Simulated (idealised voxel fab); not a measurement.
The following process module bears the name voxel wiring stack.
Displayed cross-section: cut, width of 190 nm, square cells sized 5 nm.
Bands, listed from the top down, are how a cross-section gets written in this document; the cross-section itself is a grid of square cells, and a band is one or more rows of them.
What a band's entry tells you: where the top is and where the bottom is, as heights in nm, and after that what lies inside, material by material from left to right, each with its width in nm. Empty space is written as the word "blank", and a single material marked with the word "full width" occupies the band from edge to edge.
It should be noted that heights are counted from 0, beneath which the wafer as supplied is of one material throughout, and that the lowest band possesses no lower boundary but continues downward, as written in "0 down".
The width entry "30 to 40" should be interpreted row by row: the top row of cells in the band takes the first number, the bottom row takes the second number, and the change between adjacent rows is uniform throughout.
Key: "nothing different" - step with no changed cell in the cross-section.
Basically, "Fully closed voids" tells you about the enclosed voids: empty spaces with no open way to the top, 8 cells or bigger, each written width x height at distance, where distance is from the left edge, all in nm.
What comes after the settings on a step's line is commentary from the simulator itself on that step.
Among the settings permitted on a step's line is "overlay nm"; applied to a step with a mask, it specifies the extent to which the mask lay to the right of its planned position, whereas a negative figure signifies a position to the left.
These are the steps we planned for the process
1) RECEIVE: material Si
2) CONFORMAL_DEP: material SiO2, thk nm 10
3) DIRECTIONAL_DEP: material TiN, thk nm 5
4) DIRECTIONAL_DEP: material Ru, thk nm 20
5) MASKED_ETCH: tone cover, mask id METAL_1, width nm 25, pitch nm 40, etch materials Ru, depth nm 20, overlay nm 0
6) MASKED_ETCH: tone cover, mask id METAL_1, width nm 25, pitch nm 40, etch materials TiN, depth nm 5, overlay nm 0
7) FILL_DEP: material SiO2, thk nm 10
8) CMP: height nm 35
9) CONFORMAL_DEP: material SiCN, thk nm 5
10) DIRECTIONAL_DEP: material lowk, thk nm 30
11) PATTERN: tone open, mask id METAL_2_HOLES, material resist, width nm 15, thk nm 20, overlay nm 0
12) DIRECTIONAL_ETCH: etch materials lowk, depth nm 30
13) STRIP: etch materials resist
14) DIRECTIONAL_DEP: material aC, thk nm 10
15) PATTERN: tone open, mask id METAL_2, material resist, width nm 25, pitch nm 40, thk nm 30, overlay nm 0
16) DIRECTIONAL_ETCH: etch materials aC, depth nm 10
17) STRIP: etch materials resist
18) DIRECTIONAL_ETCH: etch materials lowk, depth nm 20
19) DIRECTIONAL_ETCH: etch materials SiCN, depth nm 5
20) STRIP: etch materials aC
21) CONFORMAL_DEP: material TiN, thk nm 5
22) FILL_DEP: material Cu, thk nm 10
23) CMP: height nm 70
24) CONFORMAL_DEP: material SiCN, thk nm 5
25) DIRECTIONAL_DEP: material SiO2, thk nm 35
26) MASKED_ETCH: tone open, mask id METAL_3, width nm 25, pitch nm 40, etch materials SiO2, depth nm 20, overlay nm 0
27) DIRECTIONAL_DEP: material aC, thk nm 10
28) PATTERN: tone open, mask id METAL_3_HOLES, material resist, width nm 15, pitch nm 40, thk nm 25, overlay nm 0
29) DIRECTIONAL_ETCH: etch materials aC, depth nm 10
30) STRIP: etch materials resist
31) DIRECTIONAL_ETCH: etch materials SiO2, depth nm 15
32) DIRECTIONAL_ETCH: etch materials SiCN, depth nm 5
33) STRIP: etch materials aC
34) CONFORMAL_DEP: material TiN, thk nm 5
35) FILL_DEP: material Ru, thk nm 10
36) CMP: height nm 110
37) CONFORMAL_DEP: material SiCN, thk nm 5
38) DIRECTIONAL_DEP: material SiO2, thk nm 25
39) PATTERN: tone open, mask id METAL_4, material resist, width nm 25, pitch nm 40, thk nm 15, overlay nm 0
40) DIRECTIONAL_ETCH: etch materials SiO2, depth nm 15
41) STRIP: etch materials resist
42) MASKED_ETCH: tone open, mask id METAL_4_HOLES, width nm 15, etch materials SiO2, depth nm 10, overlay nm 0
43) MASKED_ETCH: tone open, mask id METAL_4_HOLES, width nm 15, etch materials SiCN, depth nm 5, overlay nm 0
44) CONFORMAL_DEP: material TiN, thk nm 5
45) FILL_DEP: material Cu, thk nm 5
46) CMP: height nm 140
47) CONFORMAL_DEP: material SiCN, thk nm 5
Concerning the first of two wafers, which was run in accordance with the plan
Cross-section, incoming material, after step 1
	0 down = Si full width
	Fully closed voids: none
Cross-section of the wafer after step 2
	10 to 0 = SiO2 full width
	Lower than 0, everything is as it was.
Cross-section of the wafer after step 3
	15 to 10 = TiN full width
	Lower than 10, everything is as it was.
Cross-section of the wafer after step 4
	35 to 15 = Ru full width
	Lower than 15, everything is as it was.
Cross-section of the wafer after step 5
	35 to 15 = 60 blank  25 Ru  15 blank  25 Ru  65 blank
	Lower than 15, everything is as it was.
Cross-section of the wafer after step 6
	35 to 15 = 60 blank  25 Ru  15 blank  25 Ru  65 blank
	15 to 10 = 60 blank  25 TiN  15 blank  25 TiN  65 blank
	Lower than 10, everything is as it was.
Cross-section of the wafer after step 7
	45 to 35 = SiO2 full width
	35 to 15 = 60 SiO2  25 Ru  15 SiO2  25 Ru  65 SiO2
	15 to 10 = 60 SiO2  25 TiN  15 SiO2  25 TiN  65 SiO2
	Lower than 10, everything is as it was.
Cross-section of the wafer after step 8
	35 to 15 = 60 SiO2  25 Ru  15 SiO2  25 Ru  65 SiO2
	Lower than 15, everything is as it was.
Cross-section of the wafer after step 9
	40 to 35 = SiCN full width
	Lower than 35, everything is as it was.
Cross-section of the wafer after step 10
	70 to 40 = lowk full width
	Lower than 40, everything is as it was.
Cross-section of the wafer after step 11
	90 to 70 = 60 resist  15 blank  115 resist
	Lower than 70, everything is as it was.
Cross-section of the wafer after step 12
	90 to 70 = 60 resist  15 blank  115 resist
	70 to 40 = 60 lowk  15 blank  115 lowk
	Lower than 40, everything is as it was.
Cross-section of the wafer after step 13
	70 to 40 = 60 lowk  15 blank  115 lowk
	Lower than 40, everything is as it was.
Cross-section of the wafer after step 14
	80 to 70 = 60 aC  15 blank  115 aC
	70 to 50 = 60 lowk  15 blank  115 lowk
	50 to 40 = 60 lowk  15 aC  115 lowk
	Lower than 40, everything is as it was.
Cross-section of the wafer after step 15
	110 to 80 = 60 resist  25 blank  15 resist  25 blank  65 resist
	Lower than 80, everything is as it was.
Cross-section of the wafer after step 16
	100 to 80 = 60 resist  25 blank  15 resist  25 blank  65 resist
	80 to 70 = 60 aC  25 blank  15 aC  25 blank  65 aC
	70 to 40 = 60 lowk  15 blank  115 lowk
	Lower than 40, everything is as it was.
Cross-section of the wafer after step 17
	80 to 70 = 60 aC  25 blank  15 aC  25 blank  65 aC
	Lower than 70, everything is as it was.
Cross-section of the wafer after step 18
	80 to 70 = 60 aC  25 blank  15 aC  25 blank  65 aC
	70 to 50 = 60 lowk  25 blank  15 lowk  25 blank  65 lowk
	Lower than 50, everything is as it was.
Cross-section of the wafer after step 19
	80 to 70 = 60 aC  25 blank  15 aC  25 blank  65 aC
	70 to 50 = 60 lowk  25 blank  15 lowk  25 blank  65 lowk
	50 to 40 = 60 lowk  15 blank  115 lowk
	40 to 35 = 60 SiCN  15 blank  115 SiCN
	Lower than 35, everything is as it was.
Cross-section of the wafer after step 20
	70 to 50 = 60 lowk  25 blank  15 lowk  25 blank  65 lowk
	Lower than 50, everything is as it was.
Cross-section of the wafer after step 21
	75 to 70 = 65 TiN  15 blank  25 TiN  15 blank  70 TiN
	70 to 55 = 60 lowk  5 TiN  15 blank  5 TiN  15 lowk  5 TiN  15 blank  5 TiN  65 lowk
	55 to 50 = 60 lowk  5 TiN  5 blank  15 TiN  15 lowk  25 TiN  65 lowk
	50 to 40 = 60 lowk  5 TiN  5 blank  5 TiN  115 lowk
	40 to 35 = 60 SiCN  15 TiN  115 SiCN
	Lower than 35, everything is as it was.
Cross-section of the wafer after step 22
	85 to 75 = Cu full width
	75 to 70 = 65 TiN  15 Cu  25 TiN  15 Cu  70 TiN
	70 to 55 = 60 lowk  5 TiN  15 Cu  5 TiN  15 lowk  5 TiN  15 Cu  5 TiN  65 lowk
	55 to 50 = 60 lowk  5 TiN  5 Cu  15 TiN  15 lowk  25 TiN  65 lowk
	50 to 40 = 60 lowk  5 TiN  5 Cu  5 TiN  115 lowk
	Lower than 40, everything is as it was.
Cross-section of the wafer after step 23
	70 to 55 = 60 lowk  5 TiN  15 Cu  5 TiN  15 lowk  5 TiN  15 Cu  5 TiN  65 lowk
	Lower than 55, everything is as it was.
Cross-section of the wafer after step 24
	75 to 70 = SiCN full width
	Lower than 70, everything is as it was.
Cross-section of the wafer after step 25
	110 to 75 = SiO2 full width
	Lower than 75, everything is as it was.
Cross-section of the wafer after step 26
	110 to 90 = 60 SiO2  25 blank  15 SiO2  25 blank  65 SiO2
	Lower than 90, everything is as it was.
Cross-section of the wafer after step 27
	120 to 110 = 60 aC  25 blank  15 aC  25 blank  65 aC
	110 to 100 = 60 SiO2  25 blank  15 SiO2  25 blank  65 SiO2
	100 to 90 = 60 SiO2  25 aC  15 SiO2  25 aC  65 SiO2
	Lower than 90, everything is as it was.
Cross-section of the wafer after step 28
	145 to 120 = 60 resist  15 blank  25 resist  15 blank  75 resist
	120 to 110 = 60 aC  15 blank  10 resist  15 aC  15 blank  10 resist  65 aC
	110 to 100 = 60 SiO2  15 blank  10 resist  15 SiO2  15 blank  10 resist  65 SiO2
	Lower than 100, everything is as it was.
Cross-section of the wafer after step 29
	135 to 120 = 60 resist  15 blank  25 resist  15 blank  75 resist
	120 to 110 = 60 aC  15 blank  10 resist  15 aC  15 blank  10 resist  65 aC
	110 to 100 = 60 SiO2  15 blank  10 resist  15 SiO2  15 blank  10 resist  65 SiO2
	100 to 90 = 60 SiO2  15 blank  10 aC  15 SiO2  15 blank  10 aC  65 SiO2
	Lower than 90, everything is as it was.
Cross-section of the wafer after step 30
	120 to 110 = 60 aC  25 blank  15 aC  25 blank  65 aC
	110 to 100 = 60 SiO2  25 blank  15 SiO2  25 blank  65 SiO2
	Lower than 100, everything is as it was.
Cross-section of the wafer after step 31
	120 to 110 = 60 aC  25 blank  15 aC  25 blank  65 aC
	110 to 100 = 60 SiO2  25 blank  15 SiO2  25 blank  65 SiO2
	100 to 90 = 60 SiO2  15 blank  10 aC  15 SiO2  15 blank  10 aC  65 SiO2
	90 to 75 = 60 SiO2  15 blank  25 SiO2  15 blank  75 SiO2
	Lower than 75, everything is as it was.
Cross-section of the wafer after step 32
	120 to 110 = 60 aC  25 blank  15 aC  25 blank  65 aC
	110 to 100 = 60 SiO2  25 blank  15 SiO2  25 blank  65 SiO2
	100 to 90 = 60 SiO2  15 blank  10 aC  15 SiO2  15 blank  10 aC  65 SiO2
	90 to 75 = 60 SiO2  15 blank  25 SiO2  15 blank  75 SiO2
	75 to 70 = 60 SiCN  15 blank  25 SiCN  15 blank  75 SiCN
	Lower than 70, everything is as it was.
Cross-section of the wafer after step 33
	110 to 90 = 60 SiO2  25 blank  15 SiO2  25 blank  65 SiO2
	Lower than 90, everything is as it was.
Cross-section of the wafer after step 34
	115 to 110 = 65 TiN  15 blank  25 TiN  15 blank  70 TiN
	110 to 95 = 60 SiO2  5 TiN  15 blank  5 TiN  15 SiO2  5 TiN  15 blank  5 TiN  65 SiO2
	95 to 90 = 60 SiO2  5 TiN  5 blank  15 TiN  15 SiO2  5 TiN  5 blank  15 TiN  65 SiO2
	90 to 75 = 60 SiO2  5 TiN  5 blank  5 TiN  25 SiO2  5 TiN  5 blank  5 TiN  75 SiO2
	75 to 70 = 60 SiCN  15 TiN  25 SiCN  15 TiN  75 SiCN
	Lower than 70, everything is as it was.
Cross-section of the wafer after step 35
	125 to 115 = Ru full width
	115 to 110 = 65 TiN  15 Ru  25 TiN  15 Ru  70 TiN
	110 to 95 = 60 SiO2  5 TiN  15 Ru  5 TiN  15 SiO2  5 TiN  15 Ru  5 TiN  65 SiO2
	95 to 90 = 60 SiO2  5 TiN  5 Ru  15 TiN  15 SiO2  5 TiN  5 Ru  15 TiN  65 SiO2
	90 to 75 = 60 SiO2  5 TiN  5 Ru  5 TiN  25 SiO2  5 TiN  5 Ru  5 TiN  75 SiO2
	Lower than 75, everything is as it was.
Cross-section of the wafer after step 36
	110 to 95 = 60 SiO2  5 TiN  15 Ru  5 TiN  15 SiO2  5 TiN  15 Ru  5 TiN  65 SiO2
	Lower than 95, everything is as it was.
Cross-section of the wafer after step 37
	115 to 110 = SiCN full width
	Lower than 110, everything is as it was.
Cross-section of the wafer after step 38
	140 to 115 = SiO2 full width
	Lower than 115, everything is as it was.
Cross-section of the wafer after step 39
	155 to 140 = 60 resist  25 blank  15 resist  25 blank  65 resist
	Lower than 140, everything is as it was.
Cross-section of the wafer after step 40
	155 to 140 = 60 resist  25 blank  15 resist  25 blank  65 resist
	140 to 125 = 60 SiO2  25 blank  15 SiO2  25 blank  65 SiO2
	Lower than 125, everything is as it was.
Cross-section of the wafer after step 41
	140 to 125 = 60 SiO2  25 blank  15 SiO2  25 blank  65 SiO2
	Lower than 125, everything is as it was.
Cross-section of the wafer after step 42
	140 to 125 = 60 SiO2  25 blank  15 SiO2  25 blank  65 SiO2
	125 to 115 = 60 SiO2  15 blank  115 SiO2
	Lower than 115, everything is as it was.
Cross-section of the wafer after step 43
	140 to 125 = 60 SiO2  25 blank  15 SiO2  25 blank  65 SiO2
	125 to 115 = 60 SiO2  15 blank  115 SiO2
	115 to 110 = 60 SiCN  15 blank  115 SiCN
	Lower than 110, everything is as it was.
Cross-section of the wafer after step 44
	145 to 140 = 65 TiN  15 blank  25 TiN  15 blank  70 TiN
	140 to 130 = 60 SiO2  5 TiN  15 blank  5 TiN  15 SiO2  5 TiN  15 blank  5 TiN  65 SiO2
	130 to 125 = 60 SiO2  5 TiN  5 blank  15 TiN  15 SiO2  25 TiN  65 SiO2
	125 to 115 = 60 SiO2  5 TiN  5 blank  5 TiN  115 SiO2
	115 to 110 = 60 SiCN  15 TiN  115 SiCN
	Lower than 110, everything is as it was.
Cross-section of the wafer after step 45
	150 to 145 = Cu full width
	145 to 140 = 65 TiN  15 Cu  25 TiN  15 Cu  70 TiN
	140 to 130 = 60 SiO2  5 TiN  15 Cu  5 TiN  15 SiO2  5 TiN  15 Cu  5 TiN  65 SiO2
	130 to 125 = 60 SiO2  5 TiN  5 Cu  15 TiN  15 SiO2  25 TiN  65 SiO2
	125 to 115 = 60 SiO2  5 TiN  5 Cu  5 TiN  115 SiO2
	Lower than 115, everything is as it was.
Cross-section of the wafer after step 46
	140 to 130 = 60 SiO2  5 TiN  15 Cu  5 TiN  15 SiO2  5 TiN  15 Cu  5 TiN  65 SiO2
	Lower than 130, everything is as it was.
Cross-section of the wafer after step 47
	145 to 140 = SiCN full width
	Lower than 140, everything is as it was.
The remaining wafer, second of the two, started like the first and was run to the same plan, except that one mistake was made along the way; the two coincide through step 23, inclusive
The second wafer in cross-section, at the planned close of step 24
	75 to 70 = SiO2 full width
	Lower than 70, everything is as it was.
The second wafer in cross-section, at the planned close of step 25
	110 to 70 = SiO2 full width
	Lower than 70, everything is as it was.
The second wafer in cross-section, at the planned close of step 26
	110 to 90 = 60 SiO2  25 blank  15 SiO2  25 blank  65 SiO2
	Lower than 90, everything is as it was.
The second wafer in cross-section, at the planned close of step 27
	120 to 110 = 60 aC  25 blank  15 aC  25 blank  65 aC
	110 to 100 = 60 SiO2  25 blank  15 SiO2  25 blank  65 SiO2
	100 to 90 = 60 SiO2  25 aC  15 SiO2  25 aC  65 SiO2
	Lower than 90, everything is as it was.
The second wafer in cross-section, at the planned close of step 28
	145 to 120 = 60 resist  15 blank  25 resist  15 blank  75 resist
	120 to 110 = 60 aC  15 blank  10 resist  15 aC  15 blank  10 resist  65 aC
	110 to 100 = 60 SiO2  15 blank  10 resist  15 SiO2  15 blank  10 resist  65 SiO2
	Lower than 100, everything is as it was.
The second wafer in cross-section, at the planned close of step 29
	135 to 120 = 60 resist  15 blank  25 resist  15 blank  75 resist
	120 to 110 = 60 aC  15 blank  10 resist  15 aC  15 blank  10 resist  65 aC
	110 to 100 = 60 SiO2  15 blank  10 resist  15 SiO2  15 blank  10 resist  65 SiO2
	100 to 90 = 60 SiO2  15 blank  10 aC  15 SiO2  15 blank  10 aC  65 SiO2
	Lower than 90, everything is as it was.
The second wafer in cross-section, at the planned close of step 30
	120 to 110 = 60 aC  25 blank  15 aC  25 blank  65 aC
	110 to 100 = 60 SiO2  25 blank  15 SiO2  25 blank  65 SiO2
	Lower than 100, everything is as it was.
The second wafer in cross-section, at the planned close of step 31
	120 to 110 = 60 aC  25 blank  15 aC  25 blank  65 aC
	110 to 100 = 60 SiO2  25 blank  15 SiO2  25 blank  65 SiO2
	100 to 90 = 60 SiO2  15 blank  10 aC  15 SiO2  15 blank  10 aC  65 SiO2
	90 to 75 = 60 SiO2  15 blank  25 SiO2  15 blank  75 SiO2
	Lower than 75, everything is as it was.
The second wafer in cross-section, at the planned close of step 32: nothing different
The second wafer in cross-section, at the planned close of step 33
	110 to 90 = 60 SiO2  25 blank  15 SiO2  25 blank  65 SiO2
	Lower than 90, everything is as it was.
The second wafer in cross-section, at the planned close of step 34
	115 to 110 = 65 TiN  15 blank  25 TiN  15 blank  70 TiN
	110 to 95 = 60 SiO2  5 TiN  15 blank  5 TiN  15 SiO2  5 TiN  15 blank  5 TiN  65 SiO2
	95 to 90 = 60 SiO2  5 TiN  5 blank  15 TiN  15 SiO2  5 TiN  5 blank  15 TiN  65 SiO2
	90 to 80 = 60 SiO2  5 TiN  5 blank  5 TiN  25 SiO2  5 TiN  5 blank  5 TiN  75 SiO2
	80 to 75 = 60 SiO2  15 TiN  25 SiO2  15 TiN  75 SiO2
	Lower than 75, everything is as it was.
The second wafer in cross-section, at the planned close of step 35
	125 to 115 = Ru full width
	115 to 110 = 65 TiN  15 Ru  25 TiN  15 Ru  70 TiN
	110 to 95 = 60 SiO2  5 TiN  15 Ru  5 TiN  15 SiO2  5 TiN  15 Ru  5 TiN  65 SiO2
	95 to 90 = 60 SiO2  5 TiN  5 Ru  15 TiN  15 SiO2  5 TiN  5 Ru  15 TiN  65 SiO2
	90 to 80 = 60 SiO2  5 TiN  5 Ru  5 TiN  25 SiO2  5 TiN  5 Ru  5 TiN  75 SiO2
	Lower than 80, everything is as it was.
The second wafer in cross-section, at the planned close of step 36
	110 to 95 = 60 SiO2  5 TiN  15 Ru  5 TiN  15 SiO2  5 TiN  15 Ru  5 TiN  65 SiO2
	Lower than 95, everything is as it was.
The second wafer in cross-section, at the planned close of step 37
	115 to 110 = SiCN full width
	Lower than 110, everything is as it was.
The second wafer in cross-section, at the planned close of step 38
	140 to 115 = SiO2 full width
	Lower than 115, everything is as it was.
The second wafer in cross-section, at the planned close of step 39
	155 to 140 = 60 resist  25 blank  15 resist  25 blank  65 resist
	Lower than 140, everything is as it was.
The second wafer in cross-section, at the planned close of step 40
	155 to 140 = 60 resist  25 blank  15 resist  25 blank  65 resist
	140 to 125 = 60 SiO2  25 blank  15 SiO2  25 blank  65 SiO2
	Lower than 125, everything is as it was.
The second wafer in cross-section, at the planned close of step 41
	140 to 125 = 60 SiO2  25 blank  15 SiO2  25 blank  65 SiO2
	Lower than 125, everything is as it was.
The second wafer in cross-section, at the planned close of step 42
	140 to 125 = 60 SiO2  25 blank  15 SiO2  25 blank  65 SiO2
	125 to 115 = 60 SiO2  15 blank  115 SiO2
	Lower than 115, everything is as it was.
The second wafer in cross-section, at the planned close of step 43
	140 to 125 = 60 SiO2  25 blank  15 SiO2  25 blank  65 SiO2
	125 to 115 = 60 SiO2  15 blank  115 SiO2
	115 to 110 = 60 SiCN  15 blank  115 SiCN
	Lower than 110, everything is as it was.
The second wafer in cross-section, at the planned close of step 44
	145 to 140 = 65 TiN  15 blank  25 TiN  15 blank  70 TiN
	140 to 130 = 60 SiO2  5 TiN  15 blank  5 TiN  15 SiO2  5 TiN  15 blank  5 TiN  65 SiO2
	130 to 125 = 60 SiO2  5 TiN  5 blank  15 TiN  15 SiO2  25 TiN  65 SiO2
	125 to 115 = 60 SiO2  5 TiN  5 blank  5 TiN  115 SiO2
	115 to 110 = 60 SiCN  15 TiN  115 SiCN
	Lower than 110, everything is as it was.
The second wafer in cross-section, at the planned close of step 45
	150 to 145 = Cu full width
	145 to 140 = 65 TiN  15 Cu  25 TiN  15 Cu  70 TiN
	140 to 130 = 60 SiO2  5 TiN  15 Cu  5 TiN  15 SiO2  5 TiN  15 Cu  5 TiN  65 SiO2
	130 to 125 = 60 SiO2  5 TiN  5 Cu  15 TiN  15 SiO2  25 TiN  65 SiO2
	125 to 115 = 60 SiO2  5 TiN  5 Cu  5 TiN  115 SiO2
	Lower than 115, everything is as it was.
The second wafer in cross-section, at the planned close of step 46
	140 to 130 = 60 SiO2  5 TiN  15 Cu  5 TiN  15 SiO2  5 TiN  15 Cu  5 TiN  65 SiO2
	Lower than 130, everything is as it was.
The second wafer in cross-section, at the planned close of step 47
	145 to 140 = SiCN full width
	Lower than 140, everything is as it was.
Which mistake was made when the wafer was run? step 24 did not happen as planned, as run it was CONFORMAL_DEP: material SiO2, thk nm 5
Heads up, by the end the second wafer has more or fewer cells of some materials compared to the first: Ru -2 | SiCN -32 | SiO2 +38 | TiN -4
